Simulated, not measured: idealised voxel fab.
Herein follows the process module entitled voxel ribs on slabs.
The figure presents cross-section cut, which has a width of 185 nm and is divided into square cells with an edge length of 5 nm.
Cross-section layout: square cells on a grid; listed as bands, top to bottom; a band spans one or more cell rows.
The entry gives the band's vertical extent as a top height and a bottom height in nm, then its horizontal make-up as materials from left to right, each with a width in nm. "air" stands for empty space; a single material marked "all across" fills the band edge to edge.
Below 0: as-received wafer, all one material; heights counted from there. Lowest band: no bottom, goes on down, written "0..down".
The width entry "30->40" should be interpreted row by row: the top row of cells in the band takes the first number, the bottom row takes the second number, and the change between adjacent rows is uniform throughout.
For the purposes of this document, the phrase "stayed the same" attached to a step denotes that no cell within the cross-section was modified by that step.
"Voids lacking openings": sealed empty spaces, 8 cells or more, no open way to top, listed width x height at distance, with distance from the left edge and width, height and distance in nm.
Anything after a step's settings on that line? It's the simulator's own note about the step.
"overlay nm", when on a step's line for a step with a mask, measures how far to the right of its planned place the mask lay; a negative measure means to the left.
-- Here's what the planned process steps look like
1. RECEIVE: material Si
2. DIRECTIONAL_DEP: material SiO2, thk nm 20
3. DIRECTIONAL_DEP: material SiN, thk nm 15
4. PATTERN: tone cover, mask id RIB, material resist, width nm 15, thk nm 20, overlay nm 0
5. DIRECTIONAL_ETCH: etch materials SiN, depth nm 5
6. STRIP: etch materials resist
7. DIRECTIONAL_DEP: material aC, thk nm 10
8. PATTERN: tone cover, mask id SLAB, material resist, width nm 65, thk nm 30, overlay nm 0
9. DIRECTIONAL_ETCH: etch materials aC, depth nm 10
10. STRIP: etch materials resist
11. DIRECTIONAL_ETCH: etch materials SiN, depth nm 10
12. STRIP: etch materials aC
13. FILL_DEP: material SiO2, thk nm 20
14. CMP: height nm 50
15. DIRECTIONAL_DEP: material TiN, thk nm 5
16. DIRECTIONAL_DEP: material aC, thk nm 15
17. PATTERN: tone cover, mask id HEATER, material resist, width nm 25, thk nm 30, overlay nm 0
18. DIRECTIONAL_ETCH: etch materials aC, depth nm 15
19. STRIP: etch materials resist
20. DIRECTIONAL_ETCH: etch materials TiN, depth nm 5
21. STRIP: etch materials aC
22. CONFORMAL_DEP: material SiO2, thk nm 5
-- First wafer of two (run as planned)
-- Received-state cross-section, reflecting completion of step 1
- 0..down = Si all across
- Voids lacking openings: none
-- Cross-section through the wafer, step 2 finished
- 20..0 = SiO2 all across
- Under 0: no change, same as before.
-- Cross-section through the wafer, step 3 finished
- 35..20 = SiN all across
- Under 20: no change, same as before.
-- Cross-section through the wafer, step 4 finished
- 55..35 = air=85  resist=15  air=85
- Under 35: no change, same as before.
-- Cross-section through the wafer, step 5 finished
- 55..35 = air=85  resist=15  air=85
- 35..30 = air=85  SiN=15  air=85
- Under 30: no change, same as before.
-- Cross-section through the wafer, step 6 finished
- 35..30 = air=85  SiN=15  air=85
- Under 30: no change, same as before.
-- Cross-section through the wafer, step 7 finished
- 45..40 = air=85  aC=15  air=85
- 40..35 = aC all across
- 35..30 = aC=85  SiN=15  aC=85
- Under 30: no change, same as before.
-- Cross-section through the wafer, step 8 finished
- 75..45 = air=60  resist=65  air=60
- 45..40 = air=60  resist=25  aC=15  resist=25  air=60
- Under 40: no change, same as before.
-- Cross-section through the wafer, step 9 finished
- 65..45 = air=60  resist=65  air=60
- 45..40 = air=60  resist=25  aC=15  resist=25  air=60
- 40..35 = air=60  aC=65  air=60
- 35..30 = air=60  aC=25  SiN=15  aC=25  air=60
- Under 30: no change, same as before.
-- Cross-section through the wafer, step 10 finished
- 45..35 = air=85->60  aC=15->65  air=85->60
- Under 35: no change, same as before.
-- Cross-section through the wafer, step 11 finished
- 45..35 = air=85->60  aC=15->65  air=85->60
- 35..30 = air=60  aC=25  SiN=15  aC=25  air=60
- 30..20 = air=60  SiN=65  air=60
- Under 20: no change, same as before.
-- Cross-section through the wafer, step 12 finished
- 35..30 = air=85  SiN=15  air=85
- Under 30: no change, same as before.
-- Cross-section through the wafer, step 13 finished
- 55..35 = SiO2 all across
- 35..30 = SiO2=85  SiN=15  SiO2=85
- 30..20 = SiO2=60  SiN=65  SiO2=60
- Under 20: no change, same as before.
-- Cross-section through the wafer, step 14 finished
- 50..35 = SiO2 all across
- Under 35: no change, same as before.
-- Cross-section through the wafer, step 15 finished
- 55..50 = TiN all across
- Under 50: no change, same as before.
-- Cross-section through the wafer, step 16 finished
- 70..55 = aC all across
- Under 55: no change, same as before.
-- Cross-section through the wafer, step 17 finished
- 100..70 = air=80  resist=25  air=80
- Under 70: no change, same as before.
-- Cross-section through the wafer, step 18 finished
- 85..70 = air=80  resist=25  air=80
- 70..55 = air=80  aC=25  air=80
- Under 55: no change, same as before.
-- Cross-section through the wafer, step 19 finished
- 70..55 = air=80  aC=25  air=80
- Under 55: no change, same as before.
-- Cross-section through the wafer, step 20 finished
- 70..55 = air=80  aC=25  air=80
- 55..50 = air=80  TiN=25  air=80
- Under 50: no change, same as before.
-- Cross-section through the wafer, step 21 finished
- 55..50 = air=80  TiN=25  air=80
- Under 50: no change, same as before.
-- Cross-section through the wafer, step 22 finished
- 60..55 = air=75  SiO2=35  air=75
- 55..50 = SiO2=80  TiN=25  SiO2=80
- Under 50: no change, same as before.
-- Second wafer, same starting conditions and recipe as the first, one mistake in executing it, nothing differs from the first up to and including step 7
-- Second wafer, section view, time point: scheduled end of step 8
- 75..45 = resist=60  air=65  resist=60
- 45..40 = resist=60  air=25  aC=15  air=25  resist=60
- Under 40: no change, same as before.
-- Second wafer, section view, time point: scheduled end of step 9
- 65..40 = resist=60  air=65  resist=60
- 40..35 = aC=60  air=65  aC=60
- 35..30 = aC=60  air=25  SiN=15  air=25  aC=60
- Under 30: no change, same as before.
-- Second wafer, section view, time point: scheduled end of step 10
- 40..35 = aC=60  air=65  aC=60
- Under 35: no change, same as before.
-- Second wafer, section view, time point: scheduled end of step 11
- 40..30 = aC=60  air=65  aC=60
- 30..25 = SiN=60  air=65  SiN=60
- 25..20 = SiN=60  air=25  SiN=15  air=25  SiN=60
- Under 20: no change, same as before.
-- Second wafer, section view, time point: scheduled end of step 12
- 30..25 = SiN=60  air=65  SiN=60
- Under 25: no change, same as before.
-- Second wafer, section view, time point: scheduled end of step 13
- 50..30 = SiO2 all across
- 30..25 = SiN=60  SiO2=65  SiN=60
- 25..20 = SiN=60  SiO2=25  SiN=15  SiO2=25  SiN=60
- Under 20: no change, same as before.
Second wafer, section view, time point: scheduled end of step 14: stayed the same
-- Second wafer, section view, time point: scheduled end of step 15
- 55..50 = TiN all across
- Under 50: no change, same as before.
-- Second wafer, section view, time point: scheduled end of step 16
- 70..55 = aC all across
- Under 55: no change, same as before.
-- Second wafer, section view, time point: scheduled end of step 17
- 100..70 = air=80  resist=25  air=80
- Under 70: no change, same as before.
-- Second wafer, section view, time point: scheduled end of step 18
- 85..70 = air=80  resist=25  air=80
- 70..55 = air=80  aC=25  air=80
- Under 55: no change, same as before.
-- Second wafer, section view, time point: scheduled end of step 19
- 70..55 = air=80  aC=25  air=80
- Under 55: no change, same as before.
-- Second wafer, section view, time point: scheduled end of step 20
- 70..55 = air=80  aC=25  air=80
- 55..50 = air=80  TiN=25  air=80
- Under 50: no change, same as before.
-- Second wafer, section view, time point: scheduled end of step 21
- 55..50 = air=80  TiN=25  air=80
- Under 50: no change, same as before.
-- Second wafer, section view, time point: scheduled end of step 22
- 60..55 = air=75  SiO2=35  air=75
- 55..50 = SiO2=80  TiN=25  SiO2=80
- Under 50: no change, same as before.
The mistake made against the process plan was this: not per plan at step 8, really ran PATTERN: tone open, mask id SLAB, material resist, width nm 65, thk nm 30, overlay nm 0
End of process, cell counts, second wafer against first, materials with more or fewer: SiN +22; SiO2 -22
